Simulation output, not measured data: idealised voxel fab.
This section sets out a process module, namely voxel wiring stack.
Section shown: cut. Width: 275 nm. Cell size: 5 nm, square.
A cross-section is written here as square cells arranged in a grid, and it is given in bands from the top down, each band taking up one or more rows of cells. Within each band entry, the heights of the top and of the bottom of the band appear first, in that order and in nm; the materials of the band then follow from left to right, each with its corresponding width in nm. The designation "full width" on a single material indicates that it fills the band from edge to edge; the designation "blank" indicates empty space. Heights are expressed relative to 0, this being the level below which the as-received wafer comprises one material exclusively. The lowest band is unbounded in the downward direction and is denoted as in "from 0 down". With a width like "30 to 40", each row of cells in the band differs from the next by the same amount, the top row carrying the first number and the bottom row the second. "nothing altered" for a step: no cell of the cross-section changed in that step. For the entry "Enclosed void entries", the listed items are empty spaces with no open way to the top whose size is 8 cells or more; each item follows the pattern width x height at distance, where distance is from the left edge and all three are in nm. Note: text after step settings on the step line = simulator remark on that step. You can add "overlay nm" to a step's line. For a step with a mask, it describes how far the mask lay to the right of its planned position, and a negative number describes a lay to the left. Everything after this point is organized in pairs: a cross-section before one process step, a cross-section after it that shows only as deep as the lowest changed band, and, under the pair, the intervening step with its settings. Because different runs of this module on the same starting wafer can supply different pairs, a pair continues from the pair above it only if its entry headed "Pre-step condition" says so.

### Pre-step condition
- from 115 to 95 = 95 nm SiO2, 15 nm blank, 165 nm SiO2
- from 95 to 90 = SiCN full width
- from 90 to 65 = 95 nm lowk, 30 nm Ru, 20 nm lowk, 30 nm Ru, 100 nm lowk
- from 65 to 60 = 95 nm lowk, 30 nm TiN, 20 nm lowk, 30 nm TiN, 100 nm lowk
- from 60 to 45 = 95 nm SiO2, 15 nm Ru, 165 nm SiO2
- from 45 to 40 = 95 nm SiCN, 15 nm Ru, 165 nm SiCN
- from 40 to 20 = 90 nm SiO2, 5 nm SiN, 30 nm Ru, 5 nm SiN, 10 nm SiO2, 5 nm SiN, 30 nm Ru, 5 nm SiN, 95 nm SiO2
- from 20 to 15 = 95 nm SiN, 30 nm TiN, 20 nm SiN, 30 nm TiN, 100 nm SiN
- from 15 to 0 = SiO2 full width
- from 0 down = Si full width
- Enclosed void entries: none

### Sectional Result
- from 115 to 95 = 95 nm SiO2, 15 nm blank, 165 nm SiO2
- from 95 to 90 = 95 nm SiCN, 10 nm blank, 170 nm SiCN
- For the remainder of the cross-section, below 90, there is no change.
- Enclosed void entries: none
Processing between the before and after sections above: MASKED_ETCH | tone open | mask id PLUG_2 | width nm 15 | etch materials SiCN | depth nm 5 | overlay nm -5

Pre-step condition: after-step cross-section of the pair just above applies.

### Sectional Result
- from 115 to 100 = 95 nm SiO2, 15 nm blank, 165 nm SiO2
- from 100 to 95 = 95 nm SiO2, 15 nm Ru, 165 nm SiO2
- from 95 to 90 = 95 nm SiCN, 10 nm Ru, 170 nm SiCN
- For the remainder of the cross-section, below 90, there is no change.
- Enclosed void entries: none
Processing between the before and after sections above: EPI | material Ru | thk nm 10

Pre-step condition: after-step cross-section of the pair just above applies.

### Sectional Result
- from 115 to 110 = 95 nm SiO2, 15 nm blank, 165 nm SiO2
- from 110 to 95 = 95 nm SiO2, 15 nm Ru, 165 nm SiO2
- For the remainder of the cross-section, below 95, there is no change.
- Enclosed void entries: none
Processing between the before and after sections above: EPI | material Ru | thk nm 10

Pre-step condition: after-step cross-section of the pair just above applies.

### Sectional Result
- from 115 to 95 = 95 nm SiO2, 15 nm Ru, 165 nm SiO2
- For the remainder of the cross-section, below 95, there is no change.
- Enclosed void entries: none
Processing between the before and after sections above: EPI | material Ru | thk nm 5

Pre-step condition: after-step cross-section of the pair just above applies.

### Sectional Result
- from 120 to 115 = TiN full width
- For the remainder of the cross-section, below 115, there is no change.
- Enclosed void entries: none
Processing between the before and after sections above: DIRECTIONAL_DEP | material TiN | thk nm 5

Pre-step condition: after-step cross-section of the pair just above applies.

### Sectional Result
- from 140 to 120 = W full width
- For the remainder of the cross-section, below 120, there is no change.
- Enclosed void entries: none
Processing between the before and after sections above: DIRECTIONAL_DEP | material W | thk nm 20

Pre-step condition: after-step cross-section of the pair just above applies.

### Sectional Result
- from 150 to 140 = aC full width
- For the remainder of the cross-section, below 140, there is no change.
- Enclosed void entries: none
Processing between the before and after sections above: DIRECTIONAL_DEP | material aC | thk nm 10

Pre-step condition: after-step cross-section of the pair just above applies.

### Sectional Result
- from 180 to 150 = 95 nm blank, 30 nm resist, 20 nm blank, 30 nm resist, 100 nm blank
- For the remainder of the cross-section, below 150, there is no change.
- Enclosed void entries: none
Processing between the before and after sections above: PATTERN | tone cover | mask id METAL_3 | material resist | width nm 30 | pitch nm 50 | thk nm 30 | overlay nm 0

Pre-step condition: after-step cross-section of the pair just above applies.

### Sectional Result
- from 170 to 150 = 95 nm blank, 30 nm resist, 20 nm blank, 30 nm resist, 100 nm blank
- from 150 to 140 = 95 nm blank, 30 nm aC, 20 nm blank, 30 nm aC, 100 nm blank
- For the remainder of the cross-section, below 140, there is no change.
- Enclosed void entries: none
Processing between the before and after sections above: DIRECTIONAL_ETCH | etch materials aC | depth nm 10

Pre-step condition: after-step cross-section of the pair just above applies.

### Sectional Result
- from 150 to 140 = 95 nm blank, 30 nm aC, 20 nm blank, 30 nm aC, 100 nm blank
- For the remainder of the cross-section, below 140, there is no change.
- Enclosed void entries: none
Processing between the before and after sections above: STRIP | etch materials resist

Pre-step condition: after-step cross-section of the pair just above applies.

### Sectional Result
- from 150 to 140 = 95 nm blank, 30 nm aC, 20 nm blank, 30 nm aC, 100 nm blank
- from 140 to 120 = 95 nm blank, 30 nm W, 20 nm blank, 30 nm W, 100 nm blank
- For the remainder of the cross-section, below 120, there is no change.
- Enclosed void entries: none
Processing between the before and after sections above: DIRECTIONAL_ETCH | etch materials W | depth nm 20

Pre-step condition: after-step cross-section of the pair just above applies.

### Sectional Result
- from 150 to 140 = 95 nm blank, 30 nm aC, 20 nm blank, 30 nm aC, 100 nm blank
- from 140 to 120 = 95 nm blank, 30 nm W, 20 nm blank, 30 nm W, 100 nm blank
- from 120 to 115 = 95 nm blank, 30 nm TiN, 20 nm blank, 30 nm TiN, 100 nm blank
- For the remainder of the cross-section, below 115, there is no change.
- Enclosed void entries: none
Processing between the before and after sections above: DIRECTIONAL_ETCH | etch materials TiN | depth nm 5

Pre-step condition: after-step cross-section of the pair just above applies.

### Sectional Result
- from 140 to 120 = 95 nm blank, 30 nm W, 20 nm blank, 30 nm W, 100 nm blank
- For the remainder of the cross-section, below 120, there is no change.
- Enclosed void entries: none
Processing between the before and after sections above: STRIP | etch materials aC

Pre-step condition: after-step cross-section of the pair just above applies.

### Sectional Result
- from 145 to 140 = lowk full width
- from 140 to 120 = 95 nm lowk, 30 nm W, 20 nm lowk, 30 nm W, 100 nm lowk
- from 120 to 115 = 95 nm lowk, 30 nm TiN, 20 nm lowk, 30 nm TiN, 100 nm lowk
- For the remainder of the cross-section, below 115, there is no change.
- Enclosed void entries: none
Processing between the before and after sections above: FILL_DEP | material lowk | thk nm 5

Pre-step condition: after-step cross-section of the pair just above applies.

### Sectional Result
- from 140 to 120 = 95 nm lowk, 30 nm W, 20 nm lowk, 30 nm W, 100 nm lowk
- For the remainder of the cross-section, below 120, there is no change.
- Enclosed void entries: none
Processing between the before and after sections above: CMP | height nm 140

Pre-step condition: after-step cross-section of the pair just above applies.

### Sectional Result
- from 145 to 140 = SiCN full width
- For the remainder of the cross-section, below 140, there is no change.
- Enclosed void entries: none
Processing between the before and after sections above: CONFORMAL_DEP | material SiCN | thk nm 5

### Pre-step condition
- from 140 to 120 = 95 nm lowk, 30 nm W, 20 nm lowk, 30 nm W, 100 nm lowk
- from 120 to 115 = 95 nm lowk, 30 nm TiN, 20 nm lowk, 30 nm TiN, 100 nm lowk
- from 115 to 95 = 95 nm SiO2, 15 nm Ru, 165 nm SiO2
- from 95 to 90 = 95 nm SiCN, 15 nm Ru, 165 nm SiCN
- from 90 to 65 = 95 nm lowk, 30 nm Ru, 20 nm lowk, 30 nm Ru, 100 nm lowk
- from 65 to 60 = 95 nm lowk, 30 nm TiN, 20 nm lowk, 30 nm TiN, 100 nm lowk
- from 60 to 45 = 95 nm SiO2, 15 nm Ru, 165 nm SiO2
- from 45 to 40 = 95 nm SiCN, 15 nm Ru, 165 nm SiCN
- from 40 to 20 = 90 nm SiO2, 5 nm SiN, 30 nm Ru, 5 nm SiN, 10 nm SiO2, 5 nm SiN, 30 nm Ru, 5 nm SiN, 95 nm SiO2
- from 20 to 15 = 95 nm SiN, 30 nm TiN, 20 nm SiN, 30 nm TiN, 100 nm SiN
- from 15 to 0 = SiO2 full width
- from 0 down = Si full width
- Enclosed void entries: none

### Sectional Result
- from 145 to 140 = lowk full width
- For the remainder of the cross-section, below 140, there is no change.
- Enclosed void entries: none
Processing between the before and after sections above: CONFORMAL_DEP | material lowk | thk nm 5

### Pre-step condition
- from 115 to 95 = SiO2 full width
- from 95 to 90 = SiCN full width
- from 90 to 65 = 95 nm lowk, 30 nm Ru, 20 nm lowk, 30 nm Ru, 100 nm lowk
- from 65 to 60 = 95 nm lowk, 30 nm TiN, 20 nm lowk, 30 nm TiN, 100 nm lowk
- from 60 to 45 = 95 nm SiO2, 15 nm Ru, 165 nm SiO2
- from 45 to 40 = 95 nm SiCN, 15 nm Ru, 165 nm SiCN
- from 40 to 20 = 90 nm SiO2, 5 nm SiN, 30 nm Ru, 5 nm SiN, 10 nm SiO2, 5 nm SiN, 30 nm Ru, 5 nm SiN, 95 nm SiO2
- from 20 to 15 = 95 nm SiN, 30 nm TiN, 20 nm SiN, 30 nm TiN, 100 nm SiN
- from 15 to 0 = SiO2 full width
- from 0 down = Si full width
- Enclosed void entries: none

### Sectional Result
- from 115 to 95 = 95 nm blank, 15 nm SiO2, 165 nm blank
- For the remainder of the cross-section, below 95, there is no change.
- Enclosed void entries: none
Processing between the before and after sections above: MASKED_ETCH | tone cover | mask id PLUG_2 | width nm 15 | etch materials SiO2 | depth nm 20 | overlay nm 0

Pre-step condition: after-step cross-section of the pair just above applies.

### Sectional Result
- from 120 to 115 = 95 nm blank, 15 nm TiN, 165 nm blank
- from 115 to 100 = 95 nm blank, 15 nm SiO2, 165 nm blank
- from 100 to 95 = 95 nm TiN, 15 nm SiO2, 165 nm TiN
- For the remainder of the cross-section, below 95, there is no change.
- Enclosed void entries: none
Processing between the before and after sections above: DIRECTIONAL_DEP | material TiN | thk nm 5

Pre-step condition: after-step cross-section of the pair just above applies.

### Sectional Result
- from 140 to 120 = 95 nm blank, 15 nm W, 165 nm blank
- from 120 to 115 = 95 nm W, 15 nm TiN, 165 nm W
- from 115 to 100 = 95 nm W, 15 nm SiO2, 165 nm W
- For the remainder of the cross-section, below 100, there is no change.
- Enclosed void entries: none
Processing between the before and after sections above: DIRECTIONAL_DEP | material W | thk nm 20

Pre-step condition: after-step cross-section of the pair just above applies.

### Sectional Result
- from 150 to 140 = 95 nm blank, 15 nm aC, 165 nm blank
- from 140 to 130 = 95 nm blank, 15 nm W, 165 nm blank
- from 130 to 120 = 95 nm aC, 15 nm W, 165 nm aC
- For the remainder of the cross-section, below 120, there is no change.
- Enclosed void entries: none
Processing between the before and after sections above: DIRECTIONAL_DEP | material aC | thk nm 10

Pre-step condition: after-step cross-section of the pair just above applies.

### Sectional Result
- from 180 to 150 = 95 nm blank, 30 nm resist, 20 nm blank, 30 nm resist, 100 nm blank
- from 150 to 140 = 95 nm blank, 15 nm aC, 15 nm resist, 20 nm blank, 30 nm resist, 100 nm blank
- from 140 to 130 = 95 nm blank, 15 nm W, 15 nm resist, 20 nm blank, 30 nm resist, 100 nm blank
- For the remainder of the cross-section, below 130, there is no change.
- Enclosed void entries: none
Processing between the before and after sections above: PATTERN | tone cover | mask id METAL_3 | material resist | width nm 30 | pitch nm 50 | thk nm 30 | overlay nm 0

Pre-step condition: after-step cross-section of the pair just above applies.

### Sectional Result
- from 170 to 150 = 95 nm blank, 30 nm resist, 20 nm blank, 30 nm resist, 100 nm blank
- from 150 to 140 = 95 nm blank, 15 nm aC, 15 nm resist, 20 nm blank, 30 nm resist, 100 nm blank
- from 140 to 130 = 95 nm blank, 15 nm W, 15 nm resist, 20 nm blank, 30 nm resist, 100 nm blank
- from 130 to 120 = 95 nm blank, 15 nm W, 15 nm aC, 20 nm blank, 30 nm aC, 100 nm blank
- For the remainder of the cross-section, below 120, there is no change.
- Enclosed void entries: none
Processing between the before and after sections above: DIRECTIONAL_ETCH | etch materials aC | depth nm 10

Pre-step condition: after-step cross-section of the pair just above applies.

### Sectional Result
- from 150 to 140 = 95 nm blank, 15 nm aC, 165 nm blank
- from 140 to 130 = 95 nm blank, 15 nm W, 165 nm blank
- For the remainder of the cross-section, below 130, there is no change.
- Enclosed void entries: none
Processing between the before and after sections above: STRIP | etch materials resist

Pre-step condition: after-step cross-section of the pair just above applies.

### Sectional Result
- from 150 to 140 = 95 nm blank, 15 nm aC, 165 nm blank
- from 140 to 130 = 95 nm blank, 15 nm W, 165 nm blank
- from 130 to 120 = 95 nm blank, 15 nm W, 15 nm aC, 20 nm blank, 30 nm aC, 100 nm blank
- from 120 to 115 = 95 nm blank, 15 nm TiN, 15 nm W, 20 nm blank, 30 nm W, 100 nm blank
- from 115 to 100 = 95 nm blank, 15 nm SiO2, 15 nm W, 20 nm blank, 30 nm W, 100 nm blank
- For the remainder of the cross-section, below 100, there is no change.
- Enclosed void entries: none
Processing between the before and after sections above: DIRECTIONAL_ETCH | etch materials W | depth nm 20

Pre-step condition: after-step cross-section of the pair just above applies.

### Sectional Result
- from 150 to 140 = 95 nm blank, 15 nm aC, 165 nm blank
- from 140 to 130 = 95 nm blank, 15 nm W, 165 nm blank
- from 130 to 120 = 95 nm blank, 15 nm W, 15 nm aC, 20 nm blank, 30 nm aC, 100 nm blank
- from 120 to 115 = 95 nm blank, 15 nm TiN, 15 nm W, 20 nm blank, 30 nm W, 100 nm blank
- from 115 to 100 = 95 nm blank, 15 nm SiO2, 15 nm W, 20 nm blank, 30 nm W, 100 nm blank
- from 100 to 95 = 95 nm blank, 15 nm SiO2, 15 nm TiN, 20 nm blank, 30 nm TiN, 100 nm blank
- For the remainder of the cross-section, below 95, there is no change.
- Enclosed void entries: none
Processing between the before and after sections above: DIRECTIONAL_ETCH | etch materials TiN | depth nm 5

Pre-step condition: after-step cross-section of the pair just above applies.

### Sectional Result
- from 140 to 120 = 95 nm blank, 15 nm W, 165 nm blank
- For the remainder of the cross-section, below 120, there is no change.
- Enclosed void entries: none
Processing between the before and after sections above: STRIP | etch materials aC

Pre-step condition: after-step cross-section of the pair just above applies.

### Sectional Result
- from 145 to 140 = lowk full width
- from 140 to 120 = 95 nm lowk, 15 nm W, 165 nm lowk
- from 120 to 115 = 95 nm lowk, 15 nm TiN, 15 nm W, 20 nm lowk, 30 nm W, 100 nm lowk
- from 115 to 100 = 95 nm lowk, 15 nm SiO2, 15 nm W, 20 nm lowk, 30 nm W, 100 nm lowk
- from 100 to 95 = 95 nm lowk, 15 nm SiO2, 15 nm TiN, 20 nm lowk, 30 nm TiN, 100 nm lowk
- For the remainder of the cross-section, below 95, there is no change.
- Enclosed void entries: none
Processing between the before and after sections above: FILL_DEP | material lowk | thk nm 5

Pre-step condition: after-step cross-section of the pair just above applies.

### Sectional Result
- from 140 to 120 = 95 nm lowk, 15 nm W, 165 nm lowk
- For the remainder of the cross-section, below 120, there is no change.
- Enclosed void entries: none
Processing between the before and after sections above: CMP | height nm 140

Pre-step condition: after-step cross-section of the pair just above applies.

### Sectional Result
- from 145 to 140 = SiCN full width
- For the remainder of the cross-section, below 140, there is no change.
- Enclosed void entries: none
Processing between the before and after sections above: CONFORMAL_DEP | material SiCN | thk nm 5
